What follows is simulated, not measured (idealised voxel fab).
Title: Process Module voxel air gaps
The cross-section on display is named cut; it measures 215 nm wide, and its cells are 5 nm squares.
Square cells in a grid make up a cross-section in this document, and the grid is given as bands, listed from the top down, each one or more rows of cells.
Each band's line starts with the height of the band's top and of its bottom, in nm. Then come its materials from left to right, each with its width in nm. One material with "all across" fills the band from edge to edge. "empty" is empty space.
Heads up on the height convention: 0 is the point under which the incoming wafer is all one material, and the lowest band has no bottom, it just keeps going down, like "top 0, no bottom".
A width such as "30 to 40" changes by the same amount from each row of cells to the next, from the band's top row to its bottom row.
The cross-section has no changed cell in any step marked "no modifications".
Reported under the label "Enclosed voids" are the empty spaces having no open way to the top and comprising 8 cells or more; the notation for each is width x height at distance, in which the distance is measured from the left edge and all three values are in nm.
If you see something after the settings on a step's line, that's the simulator's own remark about that step.
overlay nm: where the mask lay relative to plan, measured to the right, on steps with a mask; negatives go left.
Steps in the process plan:
| 1 | RECEIVE, material Si |
| 2 | CONFORMAL_DEP, material SiO2, thk nm 10 |
| 3 | CONFORMAL_DEP, material SiN, thk nm 5 |
| 4 | DIRECTIONAL_DEP, material lowk, thk nm 35 |
| 5 | DIRECTIONAL_DEP, material aC, thk nm 15 |
| 6 | PATTERN, tone open, mask id LINES, material resist, width nm 15, pitch nm 45, thk nm 35, overlay nm -15 |
| 7 | DIRECTIONAL_ETCH, etch materials aC, depth nm 15 |
| 8 | STRIP, etch materials resist |
| 9 | DIRECTIONAL_ETCH, etch materials lowk, depth nm 35 |
| 10 | STRIP, etch materials aC |
| 11 | CONFORMAL_DEP, material TiN, thk nm 5 |
| 12 | FILL_DEP, material Ru, thk nm 10 |
| 13 | CMP, height nm 50 |
| 14 | EPI, material Ru, thk nm 10 |
| 15 | SELECTIVE_ETCH, etch materials lowk, depth nm 45 |
| 16 | CONFORMAL_DEP, material SiN, thk nm 5 |
Don't read the plan's overlay nm for step 6 as applying to every wafer: that's the first wafer's value, and the wafers differ in it, though they all start identical.
The as-received cross-section of the first of several wafers corresponds to the state after step 1:
> top 0, no bottom: Si all across
> Enclosed voids: none
Depicted here is the first of several wafers in cross-section, at module completion following the last step, step 16:
> top 65, bottom 60: 25 empty, then 135 SiN, then 55 empty
> top 60, bottom 50: 25 empty, then 5 SiN, then 35 Ru, then 10 SiN, then 35 Ru, then 10 SiN, then 35 Ru, then 5 SiN, then 55 empty
> top 50, bottom 45: 25 empty, then 15 SiN, then 5 TiN, then 5 Ru, then 5 TiN, then 30 SiN, then 5 TiN, then 5 Ru, then 5 TiN, then 30 SiN, then 5 TiN, then 5 Ru, then 5 TiN, then 15 SiN, then 55 empty
> top 45, bottom 20: 35 empty, then 5 SiN, then 5 TiN, then 5 Ru, then 5 TiN, then 5 SiN, then 20 empty, then 5 SiN, then 5 TiN, then 5 Ru, then 5 TiN, then 5 SiN, then 20 empty, then 5 SiN, then 5 TiN, then 5 Ru, then 5 TiN, then 5 SiN, then 65 empty
> top 20, bottom 15: 40 SiN, then 15 TiN, then 30 SiN, then 15 TiN, then 30 SiN, then 15 TiN, then 70 SiN
> top 15, bottom 10: SiN all across
> top 10, bottom 0: SiO2 all across
> top 0, no bottom: Si all across
> Enclosed voids: 20 x 25 at 60; 20 x 25 at 105
Cross-section at module completion, last wafer:
> top 65, bottom 60: 55 empty, then 135 SiN, then 25 empty
> top 60, bottom 50: 55 empty, then 5 SiN, then 35 Ru, then 10 SiN, then 35 Ru, then 10 SiN, then 35 Ru, then 5 SiN, then 25 empty
> top 50, bottom 45: 55 empty, then 15 SiN, then 5 TiN, then 5 Ru, then 5 TiN, then 30 SiN, then 5 TiN, then 5 Ru, then 5 TiN, then 30 SiN, then 5 TiN, then 5 Ru, then 5 TiN, then 15 SiN, then 25 empty
> top 45, bottom 20: 65 empty, then 5 SiN, then 5 TiN, then 5 Ru, then 5 TiN, then 5 SiN, then 20 empty, then 5 SiN, then 5 TiN, then 5 Ru, then 5 TiN, then 5 SiN, then 20 empty, then 5 SiN, then 5 TiN, then 5 Ru, then 5 TiN, then 5 SiN, then 35 empty
> top 20, bottom 15: 70 SiN, then 15 TiN, then 30 SiN, then 15 TiN, then 30 SiN, then 15 TiN, then 40 SiN
> top 15, bottom 10: SiN all across
> top 10, bottom 0: SiO2 all across
> top 0, no bottom: Si all across
> Enclosed voids: 20 x 25 at 90; 20 x 25 at 135
Per wafer, end of module: cells gained (+) or lost (-) per material since receipt, then closed voids:
overlay nm -15; +60 Ru; +164 SiN; +86 SiO2; +45 TiN; Enclosed voids: 20 x 25 at 60; 20 x 25 at 105
overlay nm -10; +60 Ru; +164 SiN; +86 SiO2; +45 TiN; Enclosed voids: 20 x 25 at 65; 20 x 25 at 110
overlay nm -5; +60 Ru; +164 SiN; +86 SiO2; +45 TiN; Enclosed voids: 20 x 25 at 70; 20 x 25 at 115
overlay nm 0; +60 Ru; +164 SiN; +86 SiO2; +45 TiN; Enclosed voids: 20 x 25 at 75; 20 x 25 at 120
overlay nm 5; +60 Ru; +164 SiN; +86 SiO2; +45 TiN; Enclosed voids: 20 x 25 at 80; 20 x 25 at 125
overlay nm 10; +60 Ru; +164 SiN; +86 SiO2; +45 TiN; Enclosed voids: 20 x 25 at 85; 20 x 25 at 130
overlay nm 15; +60 Ru; +164 SiN; +86 SiO2; +45 TiN; Enclosed voids: 20 x 25 at 90; 20 x 25 at 135
